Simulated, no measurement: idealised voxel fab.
Process module, titled voxel quadruple lines
Shown is cross-section cut, with a width of 185 nm and square cells of size 5 nm.
We lay out every cross-section as a grid of square cells and spell it out in bands from the top down, where one band means one or more rows of cells. It is stipulated that each band's entry specify, in nanometres, the height of the top of the band and then that of its bottom, followed by the materials of the band in left-to-right sequence, each together with its width in nanometres. A single material marked by the word "full width" is understood to fill the band from edge to edge; the word "air" is understood to denote empty space. Ref level 0: as-received wafer is one material below here. Bottom band extends down with no lower bound ("0 nm and below"). Width "30->40": first value at the band's top row of cells, second value at its bottom row, equal change from row to row. You'll sometimes find "nothing different" written for a step, and that's the way of saying that nowhere in the cross-section did a cell change during that step. "Listed closed voids": empty spaces of 8 cells or more with no open way to the top, each given as width x height at distance, distance from the left edge, all in nm. Anything after a step's settings on that line? It's the simulator's own note about the step. The line of a step may include "overlay nm". On a step with a mask, this value is how far to the right of its planned place the mask lay. A negative value means the mask lay to the left.

# Process steps - plan
1,RECEIVE: material Si
2,CONFORMAL_DEP: material SiO2, thk nm 5
3,DIRECTIONAL_DEP: material W, thk nm 10
4,DIRECTIONAL_DEP: material polySi, thk nm 20
5,DIRECTIONAL_DEP: material aC, thk nm 25
6,PATTERN: tone cover, mask id MANDREL, material resist, width nm 35, thk nm 35, overlay nm 0
7,DIRECTIONAL_ETCH: etch materials aC, depth nm 25
8,STRIP: etch materials resist
9,CONFORMAL_DEP: material SiO2, thk nm 15
10,DIRECTIONAL_ETCH: etch materials SiO2, depth nm 15
11,STRIP: etch materials aC
12,DIRECTIONAL_ETCH: etch materials polySi, depth nm 20
13,STRIP: etch materials SiO2
14,CONFORMAL_DEP: material SiN, thk nm 10
15,DIRECTIONAL_ETCH: etch materials SiN, depth nm 10
16,STRIP: etch materials polySi
17,DIRECTIONAL_ETCH: etch materials W, depth nm 10
18,STRIP: etch materials SiN
19,FILL_DEP: material SiO2, thk nm 5
20,CMP: height nm 15

# Wafer as received: cross-section following step 1
  0 nm and below  Si full width
  Listed closed voids: none

# The following cross-section depicts the wafer upon conclusion of the module. Processing commenced from the starting condition illustrated above and adhered to the plan illustrated above, save for one mistake in execution
  15 nm to 5 nm  SiO2 65 nm  W 10 nm  SiO2 15 nm  W 5 nm  SiO2 15 nm  W 10 nm  SiO2 65 nm
  5 nm to 0 nm  SiO2 full width
  0 nm and below  Si full width
  Listed closed voids: none
Run error: off-plan run, step 6, actual operation and settings PATTERN: tone open, mask id MANDREL, material resist, width nm 35, thk nm 35, overlay nm 0
